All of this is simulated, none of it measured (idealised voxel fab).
Process module, titled voxel spacer lines
The width of the displayed cross-section, cut, is 225 nm; its cells are square, with a size of 5 nm.
When this document writes out a cross-section, it uses a grid of square cells and lists it as bands, beginning at the top and moving down, with a band standing for one or more rows of cells.
Quick guide to a band line: top height, bottom height (nm) up front; then every material left to right with its width in nm. Only one material and it's marked "edge to edge"? Then it fills the band edge to edge. And "air" just means empty space.
Note: height 0 marks the level under which the wafer is uniformly one material as received. Lowest band unbounded below, written "z 0 and below".
Width spec "30->40" -> top row of cells at first value, bottom row at second value, equal per-row change in between.
The designation "no modification", where it is given for a processing step, indicates that no cell of the cross-section was altered in the course of that step.
Empty spaces counting at least 8 cells and having no open way to the top are listed in "Closed empty spaces". The notation width x height at distance is used for each, the distance being from the left edge and all three values in nm.
Step line, after settings: the simulator's comment on this step.
Regarding "overlay nm": on a step with a mask, it is the distance the mask lay to the right of its planned place; a negative value places it to the left.
PLANNED PROCESS STEPS
1 RECEIVE | material Si
2 CONFORMAL_DEP | material Al2O3 | thk nm 5
3 DIRECTIONAL_DEP | material SiN | thk nm 10
4 DIRECTIONAL_DEP | material polySi | thk nm 25
5 PATTERN | tone cover | mask id MANDREL | material resist | width nm 25 | pitch nm 80 | thk nm 30 | overlay nm 0
6 DIRECTIONAL_ETCH | etch materials polySi | depth nm 25
7 STRIP | etch materials resist
8 CONFORMAL_DEP | material SiO2 | thk nm 15
9 DIRECTIONAL_ETCH | etch materials SiO2 | depth nm 15
10 STRIP | etch materials polySi
11 DIRECTIONAL_ETCH | etch materials SiN | depth nm 10
12 STRIP | etch materials SiO2
13 FILL_DEP | material SiO2 | thk nm 5
14 CMP | height nm 15
FIRST WAFER, AS PLANNED
THE CROSS-SECTION HERE SHOWS THE WAFER AS RECEIVED, I.E. IN ITS STATE AFTER STEP 1
z 0 and below | Si edge to edge
Closed empty spaces: none
AFTER STEP 2, IN CROSS-SECTION
z 5 to 0 | Al2O3 edge to edge
All layers under 0 are left as they were.
AFTER STEP 3, IN CROSS-SECTION
z 15 to 5 | SiN edge to edge
All layers under 5 are left as they were.
AFTER STEP 4, IN CROSS-SECTION
z 40 to 15 | polySi edge to edge
All layers under 15 are left as they were.
AFTER STEP 5, IN CROSS-SECTION
z 70 to 40 | 60 of air; 25 of resist; 55 of air; 25 of resist; 60 of air
All layers under 40 are left as they were.
AFTER STEP 6, IN CROSS-SECTION
z 70 to 40 | 60 of air; 25 of resist; 55 of air; 25 of resist; 60 of air
z 40 to 15 | 60 of air; 25 of polySi; 55 of air; 25 of polySi; 60 of air
All layers under 15 are left as they were.
AFTER STEP 7, IN CROSS-SECTION
z 40 to 15 | 60 of air; 25 of polySi; 55 of air; 25 of polySi; 60 of air
All layers under 15 are left as they were.
AFTER STEP 8, IN CROSS-SECTION
z 55 to 40 | 45 of air; 55 of SiO2; 25 of air; 55 of SiO2; 45 of air
z 40 to 30 | 45 of air; 15 of SiO2; 25 of polySi; 15 of SiO2; 25 of air; 15 of SiO2; 25 of polySi; 15 of SiO2; 45 of air
z 30 to 15 | 60 of SiO2; 25 of polySi; 55 of SiO2; 25 of polySi; 60 of SiO2
All layers under 15 are left as they were.
AFTER STEP 9, IN CROSS-SECTION
z 40 to 15 | 45 of air; 15 of SiO2; 25 of polySi; 15 of SiO2; 25 of air; 15 of SiO2; 25 of polySi; 15 of SiO2; 45 of air
All layers under 15 are left as they were.
AFTER STEP 10, IN CROSS-SECTION
z 40 to 15 | 45 of air; 15 of SiO2; 25 of air; 15 of SiO2; 25 of air; 15 of SiO2; 25 of air; 15 of SiO2; 45 of air
All layers under 15 are left as they were.
AFTER STEP 11, IN CROSS-SECTION
z 40 to 15 | 45 of air; 15 of SiO2; 25 of air; 15 of SiO2; 25 of air; 15 of SiO2; 25 of air; 15 of SiO2; 45 of air
z 15 to 5 | 45 of air; 15 of SiN; 25 of air; 15 of SiN; 25 of air; 15 of SiN; 25 of air; 15 of SiN; 45 of air
All layers under 5 are left as they were.
AFTER STEP 12, IN CROSS-SECTION
z 15 to 5 | 45 of air; 15 of SiN; 25 of air; 15 of SiN; 25 of air; 15 of SiN; 25 of air; 15 of SiN; 45 of air
All layers under 5 are left as they were.
AFTER STEP 13, IN CROSS-SECTION
z 20 to 15 | SiO2 edge to edge
z 15 to 5 | 45 of SiO2; 15 of SiN; 25 of SiO2; 15 of SiN; 25 of SiO2; 15 of SiN; 25 of SiO2; 15 of SiN; 45 of SiO2
All layers under 5 are left as they were.
AFTER STEP 14, IN CROSS-SECTION
z 15 to 5 | 45 of SiO2; 15 of SiN; 25 of SiO2; 15 of SiN; 25 of SiO2; 15 of SiN; 25 of SiO2; 15 of SiN; 45 of SiO2
All layers under 5 are left as they were.
SECOND WAFER. START AND PLAN AS FOR THE FIRST. ONE MISTAKE MADE IN RUNNING. AGREES WITH THE FIRST UP TO AND INCLUDING STEP 4
SECOND WAFER, CUT VIEW, END OF STEP 5 PER PLAN
z 70 to 40 | 55 of air; 35 of resist; 45 of air; 35 of resist; 55 of air
All layers under 40 are left as they were.
SECOND WAFER, CUT VIEW, END OF STEP 6 PER PLAN
z 70 to 40 | 55 of air; 35 of resist; 45 of air; 35 of resist; 55 of air
z 40 to 15 | 55 of air; 35 of polySi; 45 of air; 35 of polySi; 55 of air
All layers under 15 are left as they were.
SECOND WAFER, CUT VIEW, END OF STEP 7 PER PLAN
z 40 to 15 | 55 of air; 35 of polySi; 45 of air; 35 of polySi; 55 of air
All layers under 15 are left as they were.
SECOND WAFER, CUT VIEW, END OF STEP 8 PER PLAN
z 55 to 40 | 40 of air; 65 of SiO2; 15 of air; 65 of SiO2; 40 of air
z 40 to 30 | 40 of air; 15 of SiO2; 35 of polySi; 15 of SiO2; 15 of air; 15 of SiO2; 35 of polySi; 15 of SiO2; 40 of air
z 30 to 15 | 55 of SiO2; 35 of polySi; 45 of SiO2; 35 of polySi; 55 of SiO2
All layers under 15 are left as they were.
SECOND WAFER, CUT VIEW, END OF STEP 9 PER PLAN
z 40 to 15 | 40 of air; 15 of SiO2; 35 of polySi; 15 of SiO2; 15 of air; 15 of SiO2; 35 of polySi; 15 of SiO2; 40 of air
All layers under 15 are left as they were.
SECOND WAFER, CUT VIEW, END OF STEP 10 PER PLAN
z 40 to 15 | 40 of air; 15 of SiO2; 35 of air; 15 of SiO2; 15 of air; 15 of SiO2; 35 of air; 15 of SiO2; 40 of air
All layers under 15 are left as they were.
SECOND WAFER, CUT VIEW, END OF STEP 11 PER PLAN
z 40 to 15 | 40 of air; 15 of SiO2; 35 of air; 15 of SiO2; 15 of air; 15 of SiO2; 35 of air; 15 of SiO2; 40 of air
z 15 to 5 | 40 of air; 15 of SiN; 35 of air; 15 of SiN; 15 of air; 15 of SiN; 35 of air; 15 of SiN; 40 of air
All layers under 5 are left as they were.
SECOND WAFER, CUT VIEW, END OF STEP 12 PER PLAN
z 15 to 5 | 40 of air; 15 of SiN; 35 of air; 15 of SiN; 15 of air; 15 of SiN; 35 of air; 15 of SiN; 40 of air
All layers under 5 are left as they were.
SECOND WAFER, CUT VIEW, END OF STEP 13 PER PLAN
z 20 to 15 | SiO2 edge to edge
z 15 to 5 | 40 of SiO2; 15 of SiN; 35 of SiO2; 15 of SiN; 15 of SiO2; 15 of SiN; 35 of SiO2; 15 of SiN; 40 of SiO2
All layers under 5 are left as they were.
SECOND WAFER, CUT VIEW, END OF STEP 14 PER PLAN
z 15 to 5 | 40 of SiO2; 15 of SiN; 35 of SiO2; 15 of SiN; 15 of SiO2; 15 of SiN; 35 of SiO2; 15 of SiN; 40 of SiO2
All layers under 5 are left as they were.
What broke from the plan during processing? the process deviated at step 5: the operation and settings actually run there were PATTERN | tone cover | mask id MANDREL | material resist | width nm 35 | pitch nm 80 | thk nm 30 | overlay nm 0
At the end, each material covers as many cells on the second wafer as it does on the first, though the cells it covers are elsewhere.
